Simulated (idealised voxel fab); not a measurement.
process module | voxel tone inversion
cross-section cut | 150 nm wide | cells 5 nm
A cross-section is a grid of square cells, given in bands from the top down. A band is one or more rows of cells.
Each band's line starts with the height of the band's top and of its bottom, in nm. Then come its materials from left to right, each with its width in nm. One material with "throughout" fills the band from edge to edge. "air" is empty space.
Height 0 is the level under which the wafer as received is all one material. The lowest band goes on downwards, as in "0 down".
A width such as "30 to 40" changes by the same amount from each row of cells to the next, from the band's top row to its bottom row.
"no change" after a step means that no cell of the cross-section changed.
closed voids: empty space of 8 cells or more with no open way to the top, each as width x height at its distance from the left edge, in nm
after a step's settings: what the simulator itself notes on the step
overlay nm, on a step with a mask: how far to the right of its planned place the mask lay; to the left if negative
plan
1 op RECEIVE | material Si
2 op CONFORMAL_DEP | material SiN | thk nm 5
3 op DIRECTIONAL_DEP | material aC | thk nm 15
4 op PATTERN | tone cover | mask id POSTS | material resist | width nm 25 | pitch nm 40 | thk nm 25 | overlay nm 0
5 op DIRECTIONAL_ETCH | etch materials aC | depth nm 15
6 op STRIP | etch materials resist
7 op FILL_DEP | material SiO2 | thk nm 10
8 op CMP | height nm 20
9 op STRIP | etch materials aC
as received, after step 1
  0 down: Si throughout
  closed voids: none
first wafer at the end, as planned
  20 to 5: SiO2 40 | air 25 | SiO2 15 | air 25 | SiO2 45
  5 to 0: SiN throughout
  0 down: Si throughout
  closed voids: none
second wafer at the end: like start, like plan, one mistake
  20 to 5: SiO2 40 | air 25 | SiO2 15 | air 25 | SiO2 45
  5 to 0: SiO2 throughout
  0 down: Si throughout
  closed voids: none
what went wrong: step 2 ran as: op CONFORMAL_DEP | material SiO2 | thk nm 5
at the end the second wafer has, in cells: 30 fewer of SiN | 30 more of SiO2
